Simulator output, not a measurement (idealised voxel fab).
process module | voxel plated lines
cross-section cut | 265 nm wide | cells 5 nm
A cross-section is a grid of square cells, given in bands from the top down. A band is one or more rows of cells.
Each band's line starts with the height of the band's top and of its bottom, in nm. Then come its materials from left to right, each with its width in nm. One material with "throughout" fills the band from edge to edge. "air" is empty space.
Height 0 is the level under which the wafer as received is all one material. The lowest band goes on downwards, as in "0 down".
A width such as "30 to 40" changes by the same amount from each row of cells to the next, from the band's top row to its bottom row.
"no change" after a step means that no cell of the cross-section changed.
closed voids: empty space of 8 cells or more with no open way to the top, each as width x height at its distance from the left edge, in nm
after a step's settings: what the simulator itself notes on the step
overlay nm, on a step with a mask: how far to the right of its planned place the mask lay; to the left if negative
plan
1 op RECEIVE | material Si
2 op CONFORMAL_DEP | material SiO2 | thk nm 5
3 op DIRECTIONAL_DEP | material TiN | thk nm 5
4 op PATTERN | tone open | mask id LINES | material resist | width nm 15 | pitch nm 40 | thk nm 25 | overlay nm 0
5 op EPI | material Ru | thk nm 5
6 op EPI | material Ru | thk nm 5
7 op STRIP | etch materials resist
8 op DIRECTIONAL_ETCH | etch materials TiN | depth nm 5
9 op CONFORMAL_DEP | material SiCN | thk nm 10
first wafer, as planned
as received, after step 1
  0 down: Si throughout
  closed voids: none
after step 2
  5 to 0: SiO2 throughout
  below 0: unchanged
after step 3
  10 to 5: TiN throughout
  below 5: unchanged
after step 4
  35 to 10: resist 105 | air 15 | resist 25 | air 15 | resist 105
  below 10: unchanged
after step 5
  35 to 15: resist 105 | air 15 | resist 25 | air 15 | resist 105
  15 to 10: resist 105 | Ru 15 | resist 25 | Ru 15 | resist 105
  below 10: unchanged
after step 6
  35 to 20: resist 105 | air 15 | resist 25 | air 15 | resist 105
  20 to 10: resist 105 | Ru 15 | resist 25 | Ru 15 | resist 105
  below 10: unchanged
after step 7
  20 to 10: air 105 | Ru 15 | air 25 | Ru 15 | air 105
  below 10: unchanged
after step 8
  20 to 10: air 105 | Ru 15 | air 25 | Ru 15 | air 105
  10 to 5: air 105 | TiN 15 | air 25 | TiN 15 | air 105
  below 5: unchanged
after step 9
  30 to 20: air 95 | SiCN 35 | air 5 | SiCN 35 | air 95
  20 to 15: air 95 | SiCN 10 | Ru 15 | SiCN 10 | air 5 | SiCN 10 | Ru 15 | SiCN 10 | air 95
  15 to 10: SiCN 105 | Ru 15 | SiCN 25 | Ru 15 | SiCN 105
  10 to 5: SiCN 105 | TiN 15 | SiCN 25 | TiN 15 | SiCN 105
  below 5: unchanged
second wafer: like start, like plan, one mistake. Through step 2 it matches the first wafer
when step 3 should have ended
  10 to 5: Ru throughout
  below 5: unchanged
when step 4 should have ended
  35 to 10: resist 105 | air 15 | resist 25 | air 15 | resist 105
  below 10: unchanged
when step 5 should have ended
  35 to 15: resist 105 | air 15 | resist 25 | air 15 | resist 105
  15 to 10: resist 105 | Ru 15 | resist 25 | Ru 15 | resist 105
  below 10: unchanged
when step 6 should have ended
  35 to 20: resist 105 | air 15 | resist 25 | air 15 | resist 105
  20 to 10: resist 105 | Ru 15 | resist 25 | Ru 15 | resist 105
  below 10: unchanged
when step 7 should have ended
  20 to 10: air 105 | Ru 15 | air 25 | Ru 15 | air 105
  below 10: unchanged
when step 8 should have ended: no change
when step 9 should have ended
  30 to 20: air 95 | SiCN 35 | air 5 | SiCN 35 | air 95
  20 to 10: SiCN 105 | Ru 15 | SiCN 25 | Ru 15 | SiCN 105
  below 10: unchanged
what went wrong: step 3 ran as: op DIRECTIONAL_DEP | material Ru | thk nm 5
at the end the second wafer has, in cells: 53 more of Ru | 8 fewer of SiCN | 6 fewer of TiN
